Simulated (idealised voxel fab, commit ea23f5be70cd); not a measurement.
The process module that follows is named voxel transistor to metal.
Cross-sectional view cut (width: 155 nm; square cell size: 5 nm).
Heads up, the way a cross-section reads in here is a grid of square cells, handed over as bands from the top down, with every band being one or more rows of cells.
The entry gives the band's vertical extent as a top height and a bottom height in nm, then its horizontal make-up as materials from left to right, each with a width in nm. "air" stands for empty space; a single material marked "full width" fills the band edge to edge.
Convention: height 0 is the level below which the wafer, as received, is all one material. The lowest band does not terminate at the bottom but continues downward, represented as "top 0, no bottom".
The notation "30->40" denotes a width that varies across the rows of cells in the band, beginning at the first number in the top row, finishing at the second number in the bottom row, and changing by an identical amount from each row to the next.
"stayed the same" for a step: no cell of the cross-section changed in that step.
"Fully closed voids": empty spaces of 8 cells or more with no open way to the top, each given as width x height at distance, distance from the left edge, all in nm.
Post-settings text on a step line: simulator's own remark regarding the step.
The "overlay nm" setting may appear on a step's line; for a step that uses a mask, it gives how far to the right of its planned position the mask lay, and a negative value indicates the left.

# plan
1,RECEIVE: material Si
2,OXIDIZE: depth nm 5
3,CONFORMAL_DEP: material SiN, thk nm 10
4,PATTERN: tone cover, mask id ACTIVE, material resist, width nm 110, thk nm 15, overlay nm 0
5,DIRECTIONAL_ETCH: etch materials SiN, depth nm 10
6,DIRECTIONAL_ETCH: etch materials SiO2, depth nm 5
7,DIRECTIONAL_ETCH: etch materials Si, depth nm 20
8,STRIP: etch materials resist
9,OXIDIZE: depth nm 5
10,FILL_DEP: material SiO2, thk nm 5
11,CMP: height nm 10
12,SELECTIVE_ETCH: etch materials SiO2, depth nm 5
13,STRIP: etch materials SiN
14,SELECTIVE_ETCH: etch materials SiO2, depth nm 5
15,OXIDIZE: depth nm 5
16,DIRECTIONAL_DEP: material polySi, thk nm 25
17,DIRECTIONAL_DEP: material SiCN, thk nm 15
18,DIRECTIONAL_DEP: material aC, thk nm 10
19,PATTERN: tone cover, mask id GATE, material resist, width nm 30, thk nm 30, overlay nm 0
20,DIRECTIONAL_ETCH: etch materials aC, depth nm 10
21,STRIP: etch materials resist
22,DIRECTIONAL_ETCH: etch materials SiCN, depth nm 25
23,DIRECTIONAL_ETCH: etch materials polySi, depth nm 35
24,STRIP: etch materials aC
25,CONFORMAL_DEP: material SiO2, thk nm 5
26,DIRECTIONAL_ETCH: etch materials SiO2, depth nm 5
27,CONFORMAL_DEP: material SiN, thk nm 5
28,DIRECTIONAL_ETCH: etch materials SiN, depth nm 5
29,DIRECTIONAL_ETCH: etch materials SiO2, depth nm 5
30,DIRECTIONAL_ETCH: etch materials Si, depth nm 5
31,EPI: material pSi, thk nm 10
32,FILL_DEP: material SiO2, thk nm 5
33,CMP: height nm 20
34,STRIP: etch materials polySi
35,SELECTIVE_ETCH: etch materials SiO2, depth nm 5
36,CONFORMAL_DEP: material HfO2, thk nm 5
37,CONFORMAL_DEP: material TiN, thk nm 5
38,FILL_DEP: material W, thk nm 5
39,CMP: height nm 15
40,DIRECTIONAL_DEP: material SiO2, thk nm 10
41,PATTERN: tone open, mask id CONTACT, material resist, width nm 20, pitch nm 80, thk nm 20, overlay nm 0
42,DIRECTIONAL_ETCH: etch materials SiO2, depth nm 30
43,STRIP: etch materials resist
44,CONFORMAL_DEP: material TiN, thk nm 5
45,FILL_DEP: material W, thk nm 10
46,CMP: height nm 25
47,DIRECTIONAL_DEP: material TiN, thk nm 5
48,DIRECTIONAL_DEP: material W, thk nm 25
49,PATTERN: tone cover, mask id METAL_1, material resist, width nm 20, pitch nm 80, thk nm 20, overlay nm 0
50,DIRECTIONAL_ETCH: etch materials W, depth nm 25
51,DIRECTIONAL_ETCH: etch materials TiN, depth nm 5
52,STRIP: etch materials resist
53,CONFORMAL_DEP: material SiN, thk nm 5
54,FILL_DEP: material SiO2, thk nm 5
55,CMP: height nm 55
56,CONFORMAL_DEP: material SiCN, thk nm 5
57,DIRECTIONAL_DEP: material SiO2, thk nm 35
58,DIRECTIONAL_DEP: material aC, thk nm 10
59,PATTERN: tone open, mask id METAL_2, material resist, width nm 20, pitch nm 80, thk nm 30, overlay nm 0
60,DIRECTIONAL_ETCH: etch materials aC, depth nm 10
61,STRIP: etch materials resist
62,DIRECTIONAL_ETCH: etch materials SiO2, depth nm 20
63,STRIP: etch materials aC
64,DIRECTIONAL_DEP: material aC, thk nm 15
65,PATTERN: tone open, mask id METAL_2_HOLES, material resist, width nm 15, pitch nm 80, thk nm 30, overlay nm 0
66,DIRECTIONAL_ETCH: etch materials aC, depth nm 15
67,STRIP: etch materials resist
68,DIRECTIONAL_ETCH: etch materials SiO2, depth nm 15
69,DIRECTIONAL_ETCH: etch materials SiCN, depth nm 5
70,STRIP: etch materials aC
71,CONFORMAL_DEP: material TiN, thk nm 5
72,FILL_DEP: material Cu, thk nm 10
73,CMP: height nm 95
74,CONFORMAL_DEP: material SiCN, thk nm 5

# Incoming wafer in cross-section (state: after step 1)
- top 0, no bottom = Si full width
- Fully closed voids: none

# Cross-section: first of two wafers, module finished, run according to plan
- top 100, bottom 95 = SiCN full width
- top 95, bottom 80 = 25 of SiO2 | 5 of TiN | 10 of Cu | 5 of TiN | 60 of SiO2 | 5 of TiN | 10 of Cu | 5 of TiN | 30 of SiO2
- top 80, bottom 75 = 25 of SiO2 | 5 of TiN | 5 of Cu | 10 of TiN | 60 of SiO2 | 5 of TiN | 5 of Cu | 10 of TiN | 30 of SiO2
- top 75, bottom 60 = 25 of SiO2 | 5 of TiN | 5 of Cu | 5 of TiN | 65 of SiO2 | 5 of TiN | 5 of Cu | 5 of TiN | 35 of SiO2
- top 60, bottom 55 = 25 of SiCN | 15 of TiN | 65 of SiCN | 15 of TiN | 35 of SiCN
- top 55, bottom 30 = 20 of SiO2 | 5 of SiN | 20 of W | 5 of SiN | 50 of SiO2 | 5 of SiN | 20 of W | 5 of SiN | 25 of SiO2
- top 30, bottom 25 = 25 of SiN | 20 of TiN | 60 of SiN | 20 of TiN | 30 of SiN
- top 25, bottom 15 = 25 of SiO2 | 5 of TiN | 10 of W | 5 of TiN | 60 of SiO2 | 5 of TiN | 10 of W | 5 of TiN | 30 of SiO2
- top 15, bottom 5 = 25 of SiO2 | 5 of TiN | 10 of W | 5 of TiN | 5 of SiO2 | 5 of SiN | 5 of HfO2 | 5 of TiN | 20 of W | 5 of TiN | 5 of HfO2 | 5 of SiN | 5 of SiO2 | 5 of TiN | 10 of W | 5 of TiN | 30 of SiO2
- top 5, bottom 0 = 25 of SiO2 | 5 of TiN | 5 of W | 10 of TiN | 5 of SiO2 | 5 of SiN | 5 of HfO2 | 5 of TiN | 20 of W | 5 of TiN | 5 of HfO2 | 5 of SiN | 5 of SiO2 | 10 of TiN | 5 of W | 5 of TiN | 30 of SiO2
- top 0, bottom -5 = 20 of SiO2 | 5 of SiN | 15 of TiN | 10 of pSi | 5 of SiN | 5 of HfO2 | 30 of TiN | 5 of HfO2 | 5 of SiN | 10 of pSi | 15 of TiN | 5 of SiN | 25 of SiO2
- top -5, bottom -10 = 25 of SiO2 | 25 of pSi | 5 of SiO2 | 40 of HfO2 | 5 of SiO2 | 25 of pSi | 30 of SiO2
- top -10, bottom -15 = 25 of SiO2 | 25 of pSi | 50 of Si | 25 of pSi | 30 of SiO2
- top -15, bottom -30 = 25 of SiO2 | 100 of Si | 30 of SiO2
- top -30, no bottom = Si full width
- Fully closed voids: none

# Wafer two, sectioned after the module: the first wafer's start, the first wafer's plan, and one mistake in how it was run
- top 100, bottom 95 = SiCN full width
- top 95, bottom 90 = 25 of SiCN | 15 of TiN | 65 of SiCN | 15 of TiN | 35 of SiCN
- top 90, bottom 55 = SiO2 full width
- top 55, bottom 30 = 20 of SiO2 | 5 of SiN | 20 of W | 5 of SiN | 50 of SiO2 | 5 of SiN | 20 of W | 5 of SiN | 25 of SiO2
- top 30, bottom 25 = 25 of SiN | 20 of TiN | 60 of SiN | 20 of TiN | 30 of SiN
- top 25, bottom 15 = 25 of SiO2 | 5 of TiN | 10 of W | 5 of TiN | 60 of SiO2 | 5 of TiN | 10 of W | 5 of TiN | 30 of SiO2
- top 15, bottom 5 = 25 of SiO2 | 5 of TiN | 10 of W | 5 of TiN | 5 of SiO2 | 5 of SiN | 5 of HfO2 | 5 of TiN | 20 of W | 5 of TiN | 5 of HfO2 | 5 of SiN | 5 of SiO2 | 5 of TiN | 10 of W | 5 of TiN | 30 of SiO2
- top 5, bottom 0 = 25 of SiO2 | 5 of TiN | 5 of W | 10 of TiN | 5 of SiO2 | 5 of SiN | 5 of HfO2 | 5 of TiN | 20 of W | 5 of TiN | 5 of HfO2 | 5 of SiN | 5 of SiO2 | 10 of TiN | 5 of W | 5 of TiN | 30 of SiO2
- top 0, bottom -5 = 20 of SiO2 | 5 of SiN | 15 of TiN | 10 of pSi | 5 of SiN | 5 of HfO2 | 30 of TiN | 5 of HfO2 | 5 of SiN | 10 of pSi | 15 of TiN | 5 of SiN | 25 of SiO2
- top -5, bottom -10 = 25 of SiO2 | 25 of pSi | 5 of SiO2 | 40 of HfO2 | 5 of SiO2 | 25 of pSi | 30 of SiO2
- top -10, bottom -15 = 25 of SiO2 | 25 of pSi | 50 of Si | 25 of pSi | 30 of SiO2
- top -15, bottom -30 = 25 of SiO2 | 100 of Si | 30 of SiO2
- top -30, no bottom = Si full width
- Fully closed voids: none
The mistake made against the process plan was this: the processing plan was not followed for steps 56 and 57, which were run with their positions exchanged
At the finish, the second wafer shows more or fewer cells for some materials than the first does: 20 fewer of Cu | 50 more of SiO2 | 30 fewer of TiN
